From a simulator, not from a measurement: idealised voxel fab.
Name of the process module below: voxel wiring stack
Cross-section cut: width 270 nm, square cells of 5 nm.
Think of the cross-section as a grid of square cells. We describe it in bands, top to bottom, and each band covers one or more rows of those cells.
It is stipulated that each band's entry specify, in nanometres, the height of the top of the band and then that of its bottom, followed by the materials of the band in left-to-right sequence, each together with its width in nanometres. A single material marked by the word "all across" is understood to fill the band from edge to edge; the word "empty" is understood to denote empty space.
Height reference: 0 = level under which incoming wafer is all one material. Lowest band: no bottom, runs on downward, e.g. "from 0 down".
The width entry "30->40" should be interpreted row by row: the top row of cells in the band takes the first number, the bottom row takes the second number, and the change between adjacent rows is uniform throughout.
"no change", as given for a step, is the statement that not any cell of the cross-section underwent a change during that step.
Voids not open to the top, 8 cells minimum: see "Enclosed voids". Written width x height at distance; distance is from the left edge; nm.
Past the settings on a step's line: simulator remark, on that step.
What "overlay nm" on a step's line means: if the step has a mask, that mask lay this far to the right of its planned place, or, when the value is negative, to the left.
The process steps that were planned are listed below
- 1: RECEIVE | material Si
- 2: CONFORMAL_DEP | material SiO2 | thk nm 10
- 3: DIRECTIONAL_DEP | material TiN | thk nm 5
- 4: DIRECTIONAL_DEP | material W | thk nm 20
- 5: MASKED_ETCH | tone cover | mask id METAL_1 | width nm 25 | pitch nm 55 | etch materials W | depth nm 20 | overlay nm 0
- 6: MASKED_ETCH | tone cover | mask id METAL_1 | width nm 25 | pitch nm 55 | etch materials TiN | depth nm 5 | overlay nm 0
- 7: CONFORMAL_DEP | material SiCN | thk nm 5
- 8: FILL_DEP | material SiO2 | thk nm 5
- 9: CMP | height nm 35
- 10: CONFORMAL_DEP | material SiCN | thk nm 5
- 11: DIRECTIONAL_DEP | material lowk | thk nm 15
- 12: DIRECTIONAL_DEP | material aC | thk nm 15
- 13: PATTERN | tone open | mask id PLUG_1 | material resist | width nm 15 | pitch nm 55 | thk nm 30 | overlay nm 0
- 14: DIRECTIONAL_ETCH | etch materials aC | depth nm 15
- 15: STRIP | etch materials resist
- 16: DIRECTIONAL_ETCH | etch materials lowk | depth nm 15
- 17: DIRECTIONAL_ETCH | etch materials SiCN | depth nm 5
- 18: STRIP | etch materials aC
- 19: CONFORMAL_DEP | material TiN | thk nm 5
- 20: FILL_DEP | material Cu | thk nm 10
- 21: CMP | height nm 55
- 22: DIRECTIONAL_DEP | material TiN | thk nm 5
- 23: DIRECTIONAL_DEP | material Ru | thk nm 20
- 24: DIRECTIONAL_DEP | material aC | thk nm 15
- 25: PATTERN | tone cover | mask id METAL_2 | material resist | width nm 25 | pitch nm 55 | thk nm 35 | overlay nm 0
- 26: DIRECTIONAL_ETCH | etch materials aC | depth nm 15
- 27: STRIP | etch materials resist
- 28: DIRECTIONAL_ETCH | etch materials Ru | depth nm 20
- 29: DIRECTIONAL_ETCH | etch materials TiN | depth nm 5
- 30: STRIP | etch materials aC
- 31: FILL_DEP | material SiO2 | thk nm 5
- 32: CMP | height nm 80
- 33: CONFORMAL_DEP | material SiCN | thk nm 5
- 34: DIRECTIONAL_DEP | material lowk | thk nm 30
- 35: PATTERN | tone open | mask id METAL_3 | material resist | width nm 25 | pitch nm 55 | thk nm 20 | overlay nm 0
- 36: DIRECTIONAL_ETCH | etch materials lowk | depth nm 15
- 37: STRIP | etch materials resist
- 38: DIRECTIONAL_DEP | material aC | thk nm 15
- 39: PATTERN | tone open | mask id METAL_3_HOLES | material resist | width nm 15 | thk nm 35 | overlay nm 0
- 40: DIRECTIONAL_ETCH | etch materials aC | depth nm 15
- 41: STRIP | etch materials resist
- 42: DIRECTIONAL_ETCH | etch materials lowk | depth nm 15
- 43: DIRECTIONAL_ETCH | etch materials SiCN | depth nm 5
- 44: STRIP | etch materials aC
- 45: CONFORMAL_DEP | material TiN | thk nm 5
- 46: FILL_DEP | material Cu | thk nm 10
- 47: CMP | height nm 115
- 48: CONFORMAL_DEP | material SiN | thk nm 5
First of two wafers, processed according to plan
As received, after step 1
* from 0 down  Si all across
* Enclosed voids: none
Wafer after step 2 (cross-section)
* from 10 to 0  SiO2 all across
* Below a height of 0, the structure has not been altered.
Wafer after step 3 (cross-section)
* from 15 to 10  TiN all across
* Below a height of 10, the structure has not been altered.
Wafer after step 4 (cross-section)
* from 35 to 15  W all across
* Below a height of 15, the structure has not been altered.
Wafer after step 5 (cross-section)
* from 35 to 15  empty 95, then W 25, then empty 30, then W 25, then empty 95
* Below a height of 15, the structure has not been altered.
Wafer after step 6 (cross-section)
* from 35 to 15  empty 95, then W 25, then empty 30, then W 25, then empty 95
* from 15 to 10  empty 95, then TiN 25, then empty 30, then TiN 25, then empty 95
* Below a height of 10, the structure has not been altered.
Wafer after step 7 (cross-section)
* from 40 to 35  empty 90, then SiCN 35, then empty 20, then SiCN 35, then empty 90
* from 35 to 15  empty 90, then SiCN 5, then W 25, then SiCN 5, then empty 20, then SiCN 5, then W 25, then SiCN 5, then empty 90
* from 15 to 10  SiCN 95, then TiN 25, then SiCN 30, then TiN 25, then SiCN 95
* Below a height of 10, the structure has not been altered.
Wafer after step 8 (cross-section)
* from 45 to 40  SiO2 all across
* from 40 to 35  SiO2 90, then SiCN 35, then SiO2 20, then SiCN 35, then SiO2 90
* from 35 to 15  SiO2 90, then SiCN 5, then W 25, then SiCN 5, then SiO2 20, then SiCN 5, then W 25, then SiCN 5, then SiO2 90
* Below a height of 15, the structure has not been altered.
Wafer after step 9 (cross-section)
* from 35 to 15  SiO2 90, then SiCN 5, then W 25, then SiCN 5, then SiO2 20, then SiCN 5, then W 25, then SiCN 5, then SiO2 90
* Below a height of 15, the structure has not been altered.
Wafer after step 10 (cross-section)
* from 40 to 35  SiCN all across
* Below a height of 35, the structure has not been altered.
Wafer after step 11 (cross-section)
* from 55 to 40  lowk all across
* Below a height of 40, the structure has not been altered.
Wafer after step 12 (cross-section)
* from 70 to 55  aC all across
* Below a height of 55, the structure has not been altered.
Wafer after step 13 (cross-section)
* from 100 to 70  resist 95, then empty 15, then resist 40, then empty 15, then resist 105
* Below a height of 70, the structure has not been altered.
Wafer after step 14 (cross-section)
* from 85 to 70  resist 95, then empty 15, then resist 40, then empty 15, then resist 105
* from 70 to 55  aC 95, then empty 15, then aC 40, then empty 15, then aC 105
* Below a height of 55, the structure has not been altered.
Wafer after step 15 (cross-section)
* from 70 to 55  aC 95, then empty 15, then aC 40, then empty 15, then aC 105
* Below a height of 55, the structure has not been altered.
Wafer after step 16 (cross-section)
* from 70 to 55  aC 95, then empty 15, then aC 40, then empty 15, then aC 105
* from 55 to 40  lowk 95, then empty 15, then lowk 40, then empty 15, then lowk 105
* Below a height of 40, the structure has not been altered.
Wafer after step 17 (cross-section)
* from 70 to 55  aC 95, then empty 15, then aC 40, then empty 15, then aC 105
* from 55 to 40  lowk 95, then empty 15, then lowk 40, then empty 15, then lowk 105
* from 40 to 35  SiCN 95, then empty 15, then SiCN 40, then empty 15, then SiCN 105
* Below a height of 35, the structure has not been altered.
Wafer after step 18 (cross-section)
* from 55 to 40  lowk 95, then empty 15, then lowk 40, then empty 15, then lowk 105
* Below a height of 40, the structure has not been altered.
Wafer after step 19 (cross-section)
* from 60 to 55  TiN 100, then empty 5, then TiN 50, then empty 5, then TiN 110
* from 55 to 40  lowk 95, then TiN 5, then empty 5, then TiN 5, then lowk 40, then TiN 5, then empty 5, then TiN 5, then lowk 105
* from 40 to 35  SiCN 95, then TiN 15, then SiCN 40, then TiN 15, then SiCN 105
* Below a height of 35, the structure has not been altered.
Wafer after step 20 (cross-section)
* from 70 to 60  Cu all across
* from 60 to 55  TiN 100, then Cu 5, then TiN 50, then Cu 5, then TiN 110
* from 55 to 40  lowk 95, then TiN 5, then Cu 5, then TiN 5, then lowk 40, then TiN 5, then Cu 5, then TiN 5, then lowk 105
* Below a height of 40, the structure has not been altered.
Wafer after step 21 (cross-section)
* from 55 to 40  lowk 95, then TiN 5, then Cu 5, then TiN 5, then lowk 40, then TiN 5, then Cu 5, then TiN 5, then lowk 105
* Below a height of 40, the structure has not been altered.
Wafer after step 22 (cross-section)
* from 60 to 55  TiN all across
* Below a height of 55, the structure has not been altered.
Wafer after step 23 (cross-section)
* from 80 to 60  Ru all across
* Below a height of 60, the structure has not been altered.
Wafer after step 24 (cross-section)
* from 95 to 80  aC all across
* Below a height of 80, the structure has not been altered.
Wafer after step 25 (cross-section)
* from 130 to 95  empty 95, then resist 25, then empty 30, then resist 25, then empty 95
* Below a height of 95, the structure has not been altered.
Wafer after step 26 (cross-section)
* from 115 to 95  empty 95, then resist 25, then empty 30, then resist 25, then empty 95
* from 95 to 80  empty 95, then aC 25, then empty 30, then aC 25, then empty 95
* Below a height of 80, the structure has not been altered.
Wafer after step 27 (cross-section)
* from 95 to 80  empty 95, then aC 25, then empty 30, then aC 25, then empty 95
* Below a height of 80, the structure has not been altered.
Wafer after step 28 (cross-section)
* from 95 to 80  empty 95, then aC 25, then empty 30, then aC 25, then empty 95
* from 80 to 60  empty 95, then Ru 25, then empty 30, then Ru 25, then empty 95
* Below a height of 60, the structure has not been altered.
Wafer after step 29 (cross-section)
* from 95 to 80  empty 95, then aC 25, then empty 30, then aC 25, then empty 95
* from 80 to 60  empty 95, then Ru 25, then empty 30, then Ru 25, then empty 95
* from 60 to 55  empty 95, then TiN 25, then empty 30, then TiN 25, then empty 95
* Below a height of 55, the structure has not been altered.
Wafer after step 30 (cross-section)
* from 80 to 60  empty 95, then Ru 25, then empty 30, then Ru 25, then empty 95
* Below a height of 60, the structure has not been altered.
Wafer after step 31 (cross-section)
* from 85 to 80  SiO2 all across
* from 80 to 60  SiO2 95, then Ru 25, then SiO2 30, then Ru 25, then SiO2 95
* from 60 to 55  SiO2 95, then TiN 25, then SiO2 30, then TiN 25, then SiO2 95
* Below a height of 55, the structure has not been altered.
Wafer after step 32 (cross-section)
* from 80 to 60  SiO2 95, then Ru 25, then SiO2 30, then Ru 25, then SiO2 95
* Below a height of 60, the structure has not been altered.
Wafer after step 33 (cross-section)
* from 85 to 80  SiCN all across
* Below a height of 80, the structure has not been altered.
Wafer after step 34 (cross-section)
* from 115 to 85  lowk all across
* Below a height of 85, the structure has not been altered.
Wafer after step 35 (cross-section)
* from 135 to 115  resist 95, then empty 25, then resist 30, then empty 25, then resist 95
* Below a height of 115, the structure has not been altered.
Wafer after step 36 (cross-section)
* from 135 to 115  resist 95, then empty 25, then resist 30, then empty 25, then resist 95
* from 115 to 100  lowk 95, then empty 25, then lowk 30, then empty 25, then lowk 95
* Below a height of 100, the structure has not been altered.
Wafer after step 37 (cross-section)
* from 115 to 100  lowk 95, then empty 25, then lowk 30, then empty 25, then lowk 95
* Below a height of 100, the structure has not been altered.
Wafer after step 38 (cross-section)
* from 130 to 115  aC 95, then empty 25, then aC 30, then empty 25, then aC 95
* from 115 to 100  lowk 95, then aC 25, then lowk 30, then aC 25, then lowk 95
* Below a height of 100, the structure has not been altered.
Wafer after step 39 (cross-section)
* from 165 to 130  resist 95, then empty 15, then resist 160
* from 130 to 115  aC 95, then empty 15, then resist 10, then aC 30, then resist 25, then aC 95
* Below a height of 115, the structure has not been altered.
Wafer after step 40 (cross-section)
* from 150 to 130  resist 95, then empty 15, then resist 160
* from 130 to 115  aC 95, then empty 15, then resist 10, then aC 30, then resist 25, then aC 95
* from 115 to 100  lowk 95, then empty 15, then aC 10, then lowk 30, then aC 25, then lowk 95
* Below a height of 100, the structure has not been altered.
Wafer after step 41 (cross-section)
* from 130 to 115  aC 95, then empty 25, then aC 30, then empty 25, then aC 95
* Below a height of 115, the structure has not been altered.
Wafer after step 42 (cross-section)
* from 130 to 115  aC 95, then empty 25, then aC 30, then empty 25, then aC 95
* from 115 to 100  lowk 95, then empty 15, then aC 10, then lowk 30, then aC 25, then lowk 95
* from 100 to 85  lowk 95, then empty 15, then lowk 160
* Below a height of 85, the structure has not been altered.
Wafer after step 43 (cross-section)
* from 130 to 115  aC 95, then empty 25, then aC 30, then empty 25, then aC 95
* from 115 to 100  lowk 95, then empty 15, then aC 10, then lowk 30, then aC 25, then lowk 95
* from 100 to 85  lowk 95, then empty 15, then lowk 160
* from 85 to 80  SiCN 95, then empty 15, then SiCN 160
* Below a height of 80, the structure has not been altered.
Wafer after step 44 (cross-section)
* from 115 to 100  lowk 95, then empty 25, then lowk 30, then empty 25, then lowk 95
* Below a height of 100, the structure has not been altered.
Wafer after step 45 (cross-section)
* from 120 to 115  TiN 100, then empty 15, then TiN 40, then empty 15, then TiN 100
* from 115 to 105  lowk 95, then TiN 5, then empty 15, then TiN 5, then lowk 30, then TiN 5, then empty 15, then TiN 5, then lowk 95
* from 105 to 100  lowk 95, then TiN 5, then empty 5, then TiN 15, then lowk 30, then TiN 25, then lowk 95
* from 100 to 85  lowk 95, then TiN 5, then empty 5, then TiN 5, then lowk 160
* from 85 to 80  SiCN 95, then TiN 15, then SiCN 160
* Below a height of 80, the structure has not been altered.
Wafer after step 46 (cross-section)
* from 130 to 120  Cu all across
* from 120 to 115  TiN 100, then Cu 15, then TiN 40, then Cu 15, then TiN 100
* from 115 to 105  lowk 95, then TiN 5, then Cu 15, then TiN 5, then lowk 30, then TiN 5, then Cu 15, then TiN 5, then lowk 95
* from 105 to 100  lowk 95, then TiN 5, then Cu 5, then TiN 15, then lowk 30, then TiN 25, then lowk 95
* from 100 to 85  lowk 95, then TiN 5, then Cu 5, then TiN 5, then lowk 160
* Below a height of 85, the structure has not been altered.
Wafer after step 47 (cross-section)
* from 115 to 105  lowk 95, then TiN 5, then Cu 15, then TiN 5, then lowk 30, then TiN 5, then Cu 15, then TiN 5, then lowk 95
* Below a height of 105, the structure has not been altered.
Wafer after step 48 (cross-section)
* from 120 to 115  SiN all across
* Below a height of 115, the structure has not been altered.
Second wafer, same starting conditions and recipe as the first, one mistake in executing it, nothing differs from the first up to and including step 24
Here is the second wafer in cross-section at the point where step 25 of the plan should have been done
* from 130 to 95  empty 105, then resist 25, then empty 30, then resist 25, then empty 85
* Below a height of 95, the structure has not been altered.
Here is the second wafer in cross-section at the point where step 26 of the plan should have been done
* from 115 to 95  empty 105, then resist 25, then empty 30, then resist 25, then empty 85
* from 95 to 80  empty 105, then aC 25, then empty 30, then aC 25, then empty 85
* Below a height of 80, the structure has not been altered.
Here is the second wafer in cross-section at the point where step 27 of the plan should have been done
* from 95 to 80  empty 105, then aC 25, then empty 30, then aC 25, then empty 85
* Below a height of 80, the structure has not been altered.
Here is the second wafer in cross-section at the point where step 28 of the plan should have been done
* from 95 to 80  empty 105, then aC 25, then empty 30, then aC 25, then empty 85
* from 80 to 60  empty 105, then Ru 25, then empty 30, then Ru 25, then empty 85
* Below a height of 60, the structure has not been altered.
Here is the second wafer in cross-section at the point where step 29 of the plan should have been done
* from 95 to 80  empty 105, then aC 25, then empty 30, then aC 25, then empty 85
* from 80 to 60  empty 105, then Ru 25, then empty 30, then Ru 25, then empty 85
* from 60 to 55  empty 105, then TiN 25, then empty 30, then TiN 25, then empty 85
* Below a height of 55, the structure has not been altered.
Here is the second wafer in cross-section at the point where step 30 of the plan should have been done
* from 80 to 60  empty 105, then Ru 25, then empty 30, then Ru 25, then empty 85
* Below a height of 60, the structure has not been altered.
Here is the second wafer in cross-section at the point where step 31 of the plan should have been done
* from 85 to 80  SiO2 all across
* from 80 to 60  SiO2 105, then Ru 25, then SiO2 30, then Ru 25, then SiO2 85
* from 60 to 55  SiO2 105, then TiN 25, then SiO2 30, then TiN 25, then SiO2 85
* Below a height of 55, the structure has not been altered.
Here is the second wafer in cross-section at the point where step 32 of the plan should have been done
* from 80 to 60  SiO2 105, then Ru 25, then SiO2 30, then Ru 25, then SiO2 85
* Below a height of 60, the structure has not been altered.
Here is the second wafer in cross-section at the point where step 33 of the plan should have been done
* from 85 to 80  SiCN all across
* Below a height of 80, the structure has not been altered.
Here is the second wafer in cross-section at the point where step 34 of the plan should have been done
* from 115 to 85  lowk all across
* Below a height of 85, the structure has not been altered.
Here is the second wafer in cross-section at the point where step 35 of the plan should have been done
* from 135 to 115  resist 95, then empty 25, then resist 30, then empty 25, then resist 95
* Below a height of 115, the structure has not been altered.
Here is the second wafer in cross-section at the point where step 36 of the plan should have been done
* from 135 to 115  resist 95, then empty 25, then resist 30, then empty 25, then resist 95
* from 115 to 100  lowk 95, then empty 25, then lowk 30, then empty 25, then lowk 95
* Below a height of 100, the structure has not been altered.
Here is the second wafer in cross-section at the point where step 37 of the plan should have been done
* from 115 to 100  lowk 95, then empty 25, then lowk 30, then empty 25, then lowk 95
* Below a height of 100, the structure has not been altered.
Here is the second wafer in cross-section at the point where step 38 of the plan should have been done
* from 130 to 115  aC 95, then empty 25, then aC 30, then empty 25, then aC 95
* from 115 to 100  lowk 95, then aC 25, then lowk 30, then aC 25, then lowk 95
* Below a height of 100, the structure has not been altered.
Here is the second wafer in cross-section at the point where step 39 of the plan should have been done
* from 165 to 130  resist 95, then empty 15, then resist 160
* from 130 to 115  aC 95, then empty 15, then resist 10, then aC 30, then resist 25, then aC 95
* Below a height of 115, the structure has not been altered.
Here is the second wafer in cross-section at the point where step 40 of the plan should have been done
* from 150 to 130  resist 95, then empty 15, then resist 160
* from 130 to 115  aC 95, then empty 15, then resist 10, then aC 30, then resist 25, then aC 95
* from 115 to 100  lowk 95, then empty 15, then aC 10, then lowk 30, then aC 25, then lowk 95
* Below a height of 100, the structure has not been altered.
Here is the second wafer in cross-section at the point where step 41 of the plan should have been done
* from 130 to 115  aC 95, then empty 25, then aC 30, then empty 25, then aC 95
* Below a height of 115, the structure has not been altered.
Here is the second wafer in cross-section at the point where step 42 of the plan should have been done
* from 130 to 115  aC 95, then empty 25, then aC 30, then empty 25, then aC 95
* from 115 to 100  lowk 95, then empty 15, then aC 10, then lowk 30, then aC 25, then lowk 95
* from 100 to 85  lowk 95, then empty 15, then lowk 160
* Below a height of 85, the structure has not been altered.
Here is the second wafer in cross-section at the point where step 43 of the plan should have been done
* from 130 to 115  aC 95, then empty 25, then aC 30, then empty 25, then aC 95
* from 115 to 100  lowk 95, then empty 15, then aC 10, then lowk 30, then aC 25, then lowk 95
* from 100 to 85  lowk 95, then empty 15, then lowk 160
* from 85 to 80  SiCN 95, then empty 15, then SiCN 160
* Below a height of 80, the structure has not been altered.
Here is the second wafer in cross-section at the point where step 44 of the plan should have been done
* from 115 to 100  lowk 95, then empty 25, then lowk 30, then empty 25, then lowk 95
* Below a height of 100, the structure has not been altered.
Here is the second wafer in cross-section at the point where step 45 of the plan should have been done
* from 120 to 115  TiN 100, then empty 15, then TiN 40, then empty 15, then TiN 100
* from 115 to 105  lowk 95, then TiN 5, then empty 15, then TiN 5, then lowk 30, then TiN 5, then empty 15, then TiN 5, then lowk 95
* from 105 to 100  lowk 95, then TiN 5, then empty 5, then TiN 15, then lowk 30, then TiN 25, then lowk 95
* from 100 to 85  lowk 95, then TiN 5, then empty 5, then TiN 5, then lowk 160
* from 85 to 80  SiCN 95, then TiN 15, then SiCN 160
* Below a height of 80, the structure has not been altered.
Here is the second wafer in cross-section at the point where step 46 of the plan should have been done
* from 130 to 120  Cu all across
* from 120 to 115  TiN 100, then Cu 15, then TiN 40, then Cu 15, then TiN 100
* from 115 to 105  lowk 95, then TiN 5, then Cu 15, then TiN 5, then lowk 30, then TiN 5, then Cu 15, then TiN 5, then lowk 95
* from 105 to 100  lowk 95, then TiN 5, then Cu 5, then TiN 15, then lowk 30, then TiN 25, then lowk 95
* from 100 to 85  lowk 95, then TiN 5, then Cu 5, then TiN 5, then lowk 160
* Below a height of 85, the structure has not been altered.
Here is the second wafer in cross-section at the point where step 47 of the plan should have been done
* from 115 to 105  lowk 95, then TiN 5, then Cu 15, then TiN 5, then lowk 30, then TiN 5, then Cu 15, then TiN 5, then lowk 95
* Below a height of 105, the structure has not been altered.
Here is the second wafer in cross-section at the point where step 48 of the plan should have been done
* from 120 to 115  SiN all across
* Below a height of 115, the structure has not been altered.
The plan and the run diverged here: step 25: run off-plan, actual operation and settings PATTERN | tone cover | mask id METAL_2 | material resist | width nm 25 | pitch nm 55 | thk nm 35 | overlay nm 10
Same inventory, different map: at the end, the second wafer holds as many cells of each material as the first, placed elsewhere.
